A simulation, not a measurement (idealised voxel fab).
This section sets out a process module, namely voxel self aligned vias.
Square cell edge 5 nm, section width 225 nm, ID cut.
A cross-section in this document is a grid of square cells, and it is written down as bands, the top band listed before the ones below it; a band is made up of one or more rows of cells.
The band entry comprises the height of the band's top followed by the height of its bottom, expressed in nm, and subsequently the band's materials from left to right, each stated together with its width in nm. Where a single material is marked with the word "edge to edge", that material fills the band from edge to edge. The word "blank" represents empty space.
Heights are measured from 0, the level below which the as-received wafer is all one material; the lowest band has no bottom and continues downward, written as in "0 and below".
The two numbers in a width such as "30..40" mark its ends across the band: the first belongs to the top row of cells, the second to the bottom row, and from each row to the next the width moves by the same amount.
"remains unaltered" for a step: no cell of the cross-section changed in that step.
"Sealed void inventory" lists enclosed empty spaces (at least 8 cells, no open path upward to the top), each as width x height at distance from the left edge, in nm.
Anything after a step's settings on that line? It's the simulator's own note about the step.
A step's line can hold "overlay nm"; with a mask on that step, the setting says how far right of the planned place the mask lay, while a negative setting says it lay to the left.

**Process steps foreseen in the plan**
1) RECEIVE: material Si
2) CONFORMAL_DEP: material SiO2, thk nm 15
3) CONFORMAL_DEP: material SiCN, thk nm 5
4) DIRECTIONAL_DEP: material lowk, thk nm 25
5) DIRECTIONAL_DEP: material aC, thk nm 10
6) PATTERN: tone open, mask id LINES, material resist, width nm 20, pitch nm 65, thk nm 25, overlay nm 0
7) DIRECTIONAL_ETCH: etch materials aC, depth nm 10
8) STRIP: etch materials resist
9) DIRECTIONAL_ETCH: etch materials lowk, depth nm 25
10) STRIP: etch materials aC
11) CONFORMAL_DEP: material TiN, thk nm 5
12) FILL_DEP: material Ru, thk nm 10
13) CMP: height nm 45
14) SELECTIVE_ETCH: etch materials W Ru TiN, depth nm 5
15) FILL_DEP: material SiN, thk nm 10
16) CMP: height nm 45
17) DIRECTIONAL_DEP: material lowk, thk nm 15
18) DIRECTIONAL_DEP: material aC, thk nm 15
19) PATTERN: tone open, mask id VIAS, material resist, width nm 40, pitch nm 130, thk nm 30, overlay nm 0
20) DIRECTIONAL_ETCH: etch materials aC, depth nm 15
21) STRIP: etch materials resist
22) DIRECTIONAL_ETCH: etch materials lowk, depth nm 15
23) DIRECTIONAL_ETCH: etch materials SiN, depth nm 5
24) STRIP: etch materials aC
25) CONFORMAL_DEP: material TiN, thk nm 5
26) FILL_DEP: material Cu, thk nm 5
27) CMP: height nm 60
28) CONFORMAL_DEP: material SiN, thk nm 5

**Wafer, first of two, run as planned**

**Here's what the wafer looked like in cross-section when it arrived - that's after step 1**
    0 and below | Si edge to edge
    Sealed void inventory: none

**The wafer, seen in cross-section, after step 2**
    15 down to 0 | SiO2 edge to edge
    Beneath the level 0, the cross-section is identical to its previous state.

**The wafer, seen in cross-section, after step 3**
    20 down to 15 | SiCN edge to edge
    Beneath the level 15, the cross-section is identical to its previous state.

**The wafer, seen in cross-section, after step 4**
    45 down to 20 | lowk edge to edge
    Beneath the level 20, the cross-section is identical to its previous state.

**The wafer, seen in cross-section, after step 5**
    55 down to 45 | aC edge to edge
    Beneath the level 45, the cross-section is identical to its previous state.

**The wafer, seen in cross-section, after step 6**
    80 down to 55 | resist: 35 / blank: 20 / resist: 45 / blank: 20 / resist: 45 / blank: 20 / resist: 40
    Beneath the level 55, the cross-section is identical to its previous state.

**The wafer, seen in cross-section, after step 7**
    70 down to 55 | resist: 35 / blank: 20 / resist: 45 / blank: 20 / resist: 45 / blank: 20 / resist: 40
    55 down to 45 | aC: 35 / blank: 20 / aC: 45 / blank: 20 / aC: 45 / blank: 20 / aC: 40
    Beneath the level 45, the cross-section is identical to its previous state.

**The wafer, seen in cross-section, after step 8**
    55 down to 45 | aC: 35 / blank: 20 / aC: 45 / blank: 20 / aC: 45 / blank: 20 / aC: 40
    Beneath the level 45, the cross-section is identical to its previous state.

**The wafer, seen in cross-section, after step 9**
    55 down to 45 | aC: 35 / blank: 20 / aC: 45 / blank: 20 / aC: 45 / blank: 20 / aC: 40
    45 down to 20 | lowk: 35 / blank: 20 / lowk: 45 / blank: 20 / lowk: 45 / blank: 20 / lowk: 40
    Beneath the level 20, the cross-section is identical to its previous state.

**The wafer, seen in cross-section, after step 10**
    45 down to 20 | lowk: 35 / blank: 20 / lowk: 45 / blank: 20 / lowk: 45 / blank: 20 / lowk: 40
    Beneath the level 20, the cross-section is identical to its previous state.

**The wafer, seen in cross-section, after step 11**
    50 down to 45 | TiN: 40 / blank: 10 / TiN: 55 / blank: 10 / TiN: 55 / blank: 10 / TiN: 45
    45 down to 25 | lowk: 35 / TiN: 5 / blank: 10 / TiN: 5 / lowk: 45 / TiN: 5 / blank: 10 / TiN: 5 / lowk: 45 / TiN: 5 / blank: 10 / TiN: 5 / lowk: 40
    25 down to 20 | lowk: 35 / TiN: 20 / lowk: 45 / TiN: 20 / lowk: 45 / TiN: 20 / lowk: 40
    Beneath the level 20, the cross-section is identical to its previous state.

**The wafer, seen in cross-section, after step 12**
    60 down to 50 | Ru edge to edge
    50 down to 45 | TiN: 40 / Ru: 10 / TiN: 55 / Ru: 10 / TiN: 55 / Ru: 10 / TiN: 45
    45 down to 25 | lowk: 35 / TiN: 5 / Ru: 10 / TiN: 5 / lowk: 45 / TiN: 5 / Ru: 10 / TiN: 5 / lowk: 45 / TiN: 5 / Ru: 10 / TiN: 5 / lowk: 40
    Beneath the level 25, the cross-section is identical to its previous state.

**The wafer, seen in cross-section, after step 13**
    45 down to 25 | lowk: 35 / TiN: 5 / Ru: 10 / TiN: 5 / lowk: 45 / TiN: 5 / Ru: 10 / TiN: 5 / lowk: 45 / TiN: 5 / Ru: 10 / TiN: 5 / lowk: 40
    Beneath the level 25, the cross-section is identical to its previous state.

**The wafer, seen in cross-section, after step 14**
    45 down to 40 | lowk: 35 / blank: 20 / lowk: 45 / blank: 20 / lowk: 45 / blank: 20 / lowk: 40
    Beneath the level 40, the cross-section is identical to its previous state.

**The wafer, seen in cross-section, after step 15**
    55 down to 45 | SiN edge to edge
    45 down to 40 | lowk: 35 / SiN: 20 / lowk: 45 / SiN: 20 / lowk: 45 / SiN: 20 / lowk: 40
    Beneath the level 40, the cross-section is identical to its previous state.

**The wafer, seen in cross-section, after step 16**
    45 down to 40 | lowk: 35 / SiN: 20 / lowk: 45 / SiN: 20 / lowk: 45 / SiN: 20 / lowk: 40
    Beneath the level 40, the cross-section is identical to its previous state.

**The wafer, seen in cross-section, after step 17**
    60 down to 45 | lowk edge to edge
    Beneath the level 45, the cross-section is identical to its previous state.

**The wafer, seen in cross-section, after step 18**
    75 down to 60 | aC edge to edge
    Beneath the level 60, the cross-section is identical to its previous state.

**The wafer, seen in cross-section, after step 19**
    105 down to 75 | resist: 25 / blank: 40 / resist: 90 / blank: 40 / resist: 30
    Beneath the level 75, the cross-section is identical to its previous state.

**The wafer, seen in cross-section, after step 20**
    90 down to 75 | resist: 25 / blank: 40 / resist: 90 / blank: 40 / resist: 30
    75 down to 60 | aC: 25 / blank: 40 / aC: 90 / blank: 40 / aC: 30
    Beneath the level 60, the cross-section is identical to its previous state.

**The wafer, seen in cross-section, after step 21**
    75 down to 60 | aC: 25 / blank: 40 / aC: 90 / blank: 40 / aC: 30
    Beneath the level 60, the cross-section is identical to its previous state.

**The wafer, seen in cross-section, after step 22**
    75 down to 60 | aC: 25 / blank: 40 / aC: 90 / blank: 40 / aC: 30
    60 down to 45 | lowk: 25 / blank: 40 / lowk: 90 / blank: 40 / lowk: 30
    Beneath the level 45, the cross-section is identical to its previous state.

**The wafer, seen in cross-section, after step 23**
    75 down to 60 | aC: 25 / blank: 40 / aC: 90 / blank: 40 / aC: 30
    60 down to 45 | lowk: 25 / blank: 40 / lowk: 90 / blank: 40 / lowk: 30
    45 down to 40 | lowk: 35 / blank: 20 / lowk: 45 / SiN: 20 / lowk: 45 / blank: 20 / lowk: 40
    Beneath the level 40, the cross-section is identical to its previous state.

**The wafer, seen in cross-section, after step 24**
    60 down to 45 | lowk: 25 / blank: 40 / lowk: 90 / blank: 40 / lowk: 30
    Beneath the level 45, the cross-section is identical to its previous state.

**The wafer, seen in cross-section, after step 25**
    65 down to 60 | TiN: 30 / blank: 30 / TiN: 100 / blank: 30 / TiN: 35
    60 down to 50 | lowk: 25 / TiN: 5 / blank: 30 / TiN: 5 / lowk: 90 / TiN: 5 / blank: 30 / TiN: 5 / lowk: 30
    50 down to 45 | lowk: 25 / TiN: 15 / blank: 10 / TiN: 15 / lowk: 90 / TiN: 15 / blank: 10 / TiN: 15 / lowk: 30
    45 down to 40 | lowk: 35 / TiN: 20 / lowk: 45 / SiN: 20 / lowk: 45 / TiN: 20 / lowk: 40
    Beneath the level 40, the cross-section is identical to its previous state.

**The wafer, seen in cross-section, after step 26**
    70 down to 65 | Cu edge to edge
    65 down to 60 | TiN: 30 / Cu: 30 / TiN: 100 / Cu: 30 / TiN: 35
    60 down to 50 | lowk: 25 / TiN: 5 / Cu: 30 / TiN: 5 / lowk: 90 / TiN: 5 / Cu: 30 / TiN: 5 / lowk: 30
    50 down to 45 | lowk: 25 / TiN: 15 / Cu: 10 / TiN: 15 / lowk: 90 / TiN: 15 / Cu: 10 / TiN: 15 / lowk: 30
    Beneath the level 45, the cross-section is identical to its previous state.

**The wafer, seen in cross-section, after step 27**
    60 down to 50 | lowk: 25 / TiN: 5 / Cu: 30 / TiN: 5 / lowk: 90 / TiN: 5 / Cu: 30 / TiN: 5 / lowk: 30
    Beneath the level 50, the cross-section is identical to its previous state.

**The wafer, seen in cross-section, after step 28**
    65 down to 60 | SiN edge to edge
    Beneath the level 60, the cross-section is identical to its previous state.

**Second Wafer (Identical Start and Plan, One Processing Error; Matches First Wafer Through Step 1)**

**What the second wafer looks like in cross-section when step 2 should have wrapped up**
    5 down to 0 | SiCN edge to edge
    Beneath the level 0, the cross-section is identical to its previous state.

**What the second wafer looks like in cross-section when step 3 should have wrapped up**
    20 down to 5 | SiO2 edge to edge
    Beneath the level 5, the cross-section is identical to its previous state.

**What the second wafer looks like in cross-section when step 4 should have wrapped up**
    45 down to 20 | lowk edge to edge
    Beneath the level 20, the cross-section is identical to its previous state.

**What the second wafer looks like in cross-section when step 5 should have wrapped up**
    55 down to 45 | aC edge to edge
    Beneath the level 45, the cross-section is identical to its previous state.

**What the second wafer looks like in cross-section when step 6 should have wrapped up**
    80 down to 55 | resist: 35 / blank: 20 / resist: 45 / blank: 20 / resist: 45 / blank: 20 / resist: 40
    Beneath the level 55, the cross-section is identical to its previous state.

**What the second wafer looks like in cross-section when step 7 should have wrapped up**
    70 down to 55 | resist: 35 / blank: 20 / resist: 45 / blank: 20 / resist: 45 / blank: 20 / resist: 40
    55 down to 45 | aC: 35 / blank: 20 / aC: 45 / blank: 20 / aC: 45 / blank: 20 / aC: 40
    Beneath the level 45, the cross-section is identical to its previous state.

**What the second wafer looks like in cross-section when step 8 should have wrapped up**
    55 down to 45 | aC: 35 / blank: 20 / aC: 45 / blank: 20 / aC: 45 / blank: 20 / aC: 40
    Beneath the level 45, the cross-section is identical to its previous state.

**What the second wafer looks like in cross-section when step 9 should have wrapped up**
    55 down to 45 | aC: 35 / blank: 20 / aC: 45 / blank: 20 / aC: 45 / blank: 20 / aC: 40
    45 down to 20 | lowk: 35 / blank: 20 / lowk: 45 / blank: 20 / lowk: 45 / blank: 20 / lowk: 40
    Beneath the level 20, the cross-section is identical to its previous state.

**What the second wafer looks like in cross-section when step 10 should have wrapped up**
    45 down to 20 | lowk: 35 / blank: 20 / lowk: 45 / blank: 20 / lowk: 45 / blank: 20 / lowk: 40
    Beneath the level 20, the cross-section is identical to its previous state.

**What the second wafer looks like in cross-section when step 11 should have wrapped up**
    50 down to 45 | TiN: 40 / blank: 10 / TiN: 55 / blank: 10 / TiN: 55 / blank: 10 / TiN: 45
    45 down to 25 | lowk: 35 / TiN: 5 / blank: 10 / TiN: 5 / lowk: 45 / TiN: 5 / blank: 10 / TiN: 5 / lowk: 45 / TiN: 5 / blank: 10 / TiN: 5 / lowk: 40
    25 down to 20 | lowk: 35 / TiN: 20 / lowk: 45 / TiN: 20 / lowk: 45 / TiN: 20 / lowk: 40
    Beneath the level 20, the cross-section is identical to its previous state.

**What the second wafer looks like in cross-section when step 12 should have wrapped up**
    60 down to 50 | Ru edge to edge
    50 down to 45 | TiN: 40 / Ru: 10 / TiN: 55 / Ru: 10 / TiN: 55 / Ru: 10 / TiN: 45
    45 down to 25 | lowk: 35 / TiN: 5 / Ru: 10 / TiN: 5 / lowk: 45 / TiN: 5 / Ru: 10 / TiN: 5 / lowk: 45 / TiN: 5 / Ru: 10 / TiN: 5 / lowk: 40
    Beneath the level 25, the cross-section is identical to its previous state.

**What the second wafer looks like in cross-section when step 13 should have wrapped up**
    45 down to 25 | lowk: 35 / TiN: 5 / Ru: 10 / TiN: 5 / lowk: 45 / TiN: 5 / Ru: 10 / TiN: 5 / lowk: 45 / TiN: 5 / Ru: 10 / TiN: 5 / lowk: 40
    Beneath the level 25, the cross-section is identical to its previous state.

**What the second wafer looks like in cross-section when step 14 should have wrapped up**
    45 down to 40 | lowk: 35 / blank: 20 / lowk: 45 / blank: 20 / lowk: 45 / blank: 20 / lowk: 40
    Beneath the level 40, the cross-section is identical to its previous state.

**What the second wafer looks like in cross-section when step 15 should have wrapped up**
    55 down to 45 | SiN edge to edge
    45 down to 40 | lowk: 35 / SiN: 20 / lowk: 45 / SiN: 20 / lowk: 45 / SiN: 20 / lowk: 40
    Beneath the level 40, the cross-section is identical to its previous state.

**What the second wafer looks like in cross-section when step 16 should have wrapped up**
    45 down to 40 | lowk: 35 / SiN: 20 / lowk: 45 / SiN: 20 / lowk: 45 / SiN: 20 / lowk: 40
    Beneath the level 40, the cross-section is identical to its previous state.

**What the second wafer looks like in cross-section when step 17 should have wrapped up**
    60 down to 45 | lowk edge to edge
    Beneath the level 45, the cross-section is identical to its previous state.

**What the second wafer looks like in cross-section when step 18 should have wrapped up**
    75 down to 60 | aC edge to edge
    Beneath the level 60, the cross-section is identical to its previous state.

**What the second wafer looks like in cross-section when step 19 should have wrapped up**
    105 down to 75 | resist: 25 / blank: 40 / resist: 90 / blank: 40 / resist: 30
    Beneath the level 75, the cross-section is identical to its previous state.

**What the second wafer looks like in cross-section when step 20 should have wrapped up**
    90 down to 75 | resist: 25 / blank: 40 / resist: 90 / blank: 40 / resist: 30
    75 down to 60 | aC: 25 / blank: 40 / aC: 90 / blank: 40 / aC: 30
    Beneath the level 60, the cross-section is identical to its previous state.

**What the second wafer looks like in cross-section when step 21 should have wrapped up**
    75 down to 60 | aC: 25 / blank: 40 / aC: 90 / blank: 40 / aC: 30
    Beneath the level 60, the cross-section is identical to its previous state.

**What the second wafer looks like in cross-section when step 22 should have wrapped up**
    75 down to 60 | aC: 25 / blank: 40 / aC: 90 / blank: 40 / aC: 30
    60 down to 45 | lowk: 25 / blank: 40 / lowk: 90 / blank: 40 / lowk: 30
    Beneath the level 45, the cross-section is identical to its previous state.

**What the second wafer looks like in cross-section when step 23 should have wrapped up**
    75 down to 60 | aC: 25 / blank: 40 / aC: 90 / blank: 40 / aC: 30
    60 down to 45 | lowk: 25 / blank: 40 / lowk: 90 / blank: 40 / lowk: 30
    45 down to 40 | lowk: 35 / blank: 20 / lowk: 45 / SiN: 20 / lowk: 45 / blank: 20 / lowk: 40
    Beneath the level 40, the cross-section is identical to its previous state.

**What the second wafer looks like in cross-section when step 24 should have wrapped up**
    60 down to 45 | lowk: 25 / blank: 40 / lowk: 90 / blank: 40 / lowk: 30
    Beneath the level 45, the cross-section is identical to its previous state.

**What the second wafer looks like in cross-section when step 25 should have wrapped up**
    65 down to 60 | TiN: 30 / blank: 30 / TiN: 100 / blank: 30 / TiN: 35
    60 down to 50 | lowk: 25 / TiN: 5 / blank: 30 / TiN: 5 / lowk: 90 / TiN: 5 / blank: 30 / TiN: 5 / lowk: 30
    50 down to 45 | lowk: 25 / TiN: 15 / blank: 10 / TiN: 15 / lowk: 90 / TiN: 15 / blank: 10 / TiN: 15 / lowk: 30
    45 down to 40 | lowk: 35 / TiN: 20 / lowk: 45 / SiN: 20 / lowk: 45 / TiN: 20 / lowk: 40
    Beneath the level 40, the cross-section is identical to its previous state.

**What the second wafer looks like in cross-section when step 26 should have wrapped up**
    70 down to 65 | Cu edge to edge
    65 down to 60 | TiN: 30 / Cu: 30 / TiN: 100 / Cu: 30 / TiN: 35
    60 down to 50 | lowk: 25 / TiN: 5 / Cu: 30 / TiN: 5 / lowk: 90 / TiN: 5 / Cu: 30 / TiN: 5 / lowk: 30
    50 down to 45 | lowk: 25 / TiN: 15 / Cu: 10 / TiN: 15 / lowk: 90 / TiN: 15 / Cu: 10 / TiN: 15 / lowk: 30
    Beneath the level 45, the cross-section is identical to its previous state.

**What the second wafer looks like in cross-section when step 27 should have wrapped up**
    60 down to 50 | lowk: 25 / TiN: 5 / Cu: 30 / TiN: 5 / lowk: 90 / TiN: 5 / Cu: 30 / TiN: 5 / lowk: 30
    Beneath the level 50, the cross-section is identical to its previous state.

**What the second wafer looks like in cross-section when step 28 should have wrapped up**
    65 down to 60 | SiN edge to edge
    Beneath the level 60, the cross-section is identical to its previous state.
Where did the run depart from the plan? sequence error: steps 2 and 3 interchanged
The concluding comparison shows that, measured in cells, each material is equally abundant on both wafers, albeit at different positions.
